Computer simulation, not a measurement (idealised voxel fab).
Name of the process module below: voxel gate over fins
Section cut is 220 nm wide and gridded with 5 nm square cells.
Reading order for cross-sections: top band down to bottom band. Underlying form: a grid of square cells. Band size: one or more rows of cells. Band: top and bottom heights (nm) first, top before bottom; then materials from left to right, widths in nm. "all across" marks a sole material filling the band edge to edge. "air" denotes empty space. Height datum 0, below which the as-received substrate wafer is one material. Lowest band open at the bottom, running downward: "from 0 down". Per-row width for "30->40": begins at first number (top row of band), ends at second number (bottom row), increment between rows held constant. The designation "no alteration", where it is given for a processing step, indicates that no cell of the cross-section was altered in the course of that step. So "Closed internal voids" is basically the list of trapped voids: any empty space of 8 cells or more that can't reach the top through an opening. They're written width x height at distance, the distance being from the left edge, and it's all nm. The remark found on a step's line after its settings is issued by the simulator itself and pertains to that step. "overlay nm" answers the question of how far to the right of plan the mask lay on a step that has a mask, and when it is negative the answer is to the left.

This section lists the process steps that were planned
1) RECEIVE: material Si
2) CONFORMAL_DEP: material SiN, thk nm 5
3) DIRECTIONAL_DEP: material aC, thk nm 10
4) PATTERN: tone cover, mask id FINS, material resist, width nm 15, pitch nm 40, thk nm 25, overlay nm 0
5) DIRECTIONAL_ETCH: etch materials aC, depth nm 10
6) STRIP: etch materials resist
7) DIRECTIONAL_ETCH: etch materials SiN, depth nm 5
8) DIRECTIONAL_ETCH: etch materials Si, depth nm 30
9) STRIP: etch materials aC
10) FILL_DEP: material SiO2, thk nm 10
11) CMP: height nm 5
12) SELECTIVE_ETCH: etch materials SiO2, depth nm 20
13) STRIP: etch materials SiN
14) CONFORMAL_DEP: material HfO2, thk nm 5
15) CONFORMAL_DEP: material TiN, thk nm 5
16) FILL_DEP: material W, thk nm 15
17) CMP: height nm 20
18) CONFORMAL_DEP: material SiN, thk nm 5

As-received wafer cross-section (after step 1)
> from 0 down  Si all across
> Closed internal voids: none

Here's the cross-section of the first of our two wafers at the end of the module - it ran as planned
> from 25 to 20  SiN all across
> from 20 to 10  W all across
> from 10 to 5  70 nm W, then 35 nm TiN, then 5 nm W, then 35 nm TiN, then 75 nm W
> from 5 to 0  70 nm W, then 5 nm TiN, then 25 nm HfO2, then 5 nm TiN, then 5 nm W, then 5 nm TiN, then 25 nm HfO2, then 5 nm TiN, then 75 nm W
> from 0 to -5  70 nm W, then 5 nm TiN, then 5 nm HfO2, then 15 nm Si, then 5 nm HfO2, then 5 nm TiN, then 5 nm W, then 5 nm TiN, then 5 nm HfO2, then 15 nm Si, then 5 nm HfO2, then 5 nm TiN, then 75 nm W
> from -5 to -10  75 nm TiN, then 5 nm HfO2, then 15 nm Si, then 5 nm HfO2, then 15 nm TiN, then 5 nm HfO2, then 15 nm Si, then 5 nm HfO2, then 80 nm TiN
> from -10 to -15  80 nm HfO2, then 15 nm Si, then 25 nm HfO2, then 15 nm Si, then 85 nm HfO2
> from -15 to -30  80 nm SiO2, then 15 nm Si, then 25 nm SiO2, then 15 nm Si, then 85 nm SiO2
> from -30 down  Si all across
> Closed internal voids: none

Cross-section, second wafer: same start as the first, same plan as the first, one mistake in running it; taken at the end of the module
> from 25 to 20  SiN all across
> from 20 to 10  W all across
> from 10 to 5  70 nm W, then 35 nm TiN, then 5 nm W, then 35 nm TiN, then 75 nm W
> from 5 to 0  70 nm W, then 5 nm TiN, then 25 nm aC, then 5 nm TiN, then 5 nm W, then 5 nm TiN, then 25 nm aC, then 5 nm TiN, then 75 nm W
> from 0 to -5  70 nm W, then 5 nm TiN, then 5 nm aC, then 15 nm Si, then 5 nm aC, then 5 nm TiN, then 5 nm W, then 5 nm TiN, then 5 nm aC, then 15 nm Si, then 5 nm aC, then 5 nm TiN, then 75 nm W
> from -5 to -10  75 nm TiN, then 5 nm aC, then 15 nm Si, then 5 nm aC, then 15 nm TiN, then 5 nm aC, then 15 nm Si, then 5 nm aC, then 80 nm TiN
> from -10 to -15  80 nm aC, then 15 nm Si, then 25 nm aC, then 15 nm Si, then 85 nm aC
> from -15 to -30  80 nm SiO2, then 15 nm Si, then 25 nm SiO2, then 15 nm Si, then 85 nm SiO2
> from -30 down  Si all across
> Closed internal voids: none
Here's what went sideways: step 14 ran with different settings than intended, the actual operation and settings being CONFORMAL_DEP: material aC, thk nm 5
Looking at both finished wafers in cells, the second ends up ahead of or behind the first on some materials: HfO2 -56 | aC +56
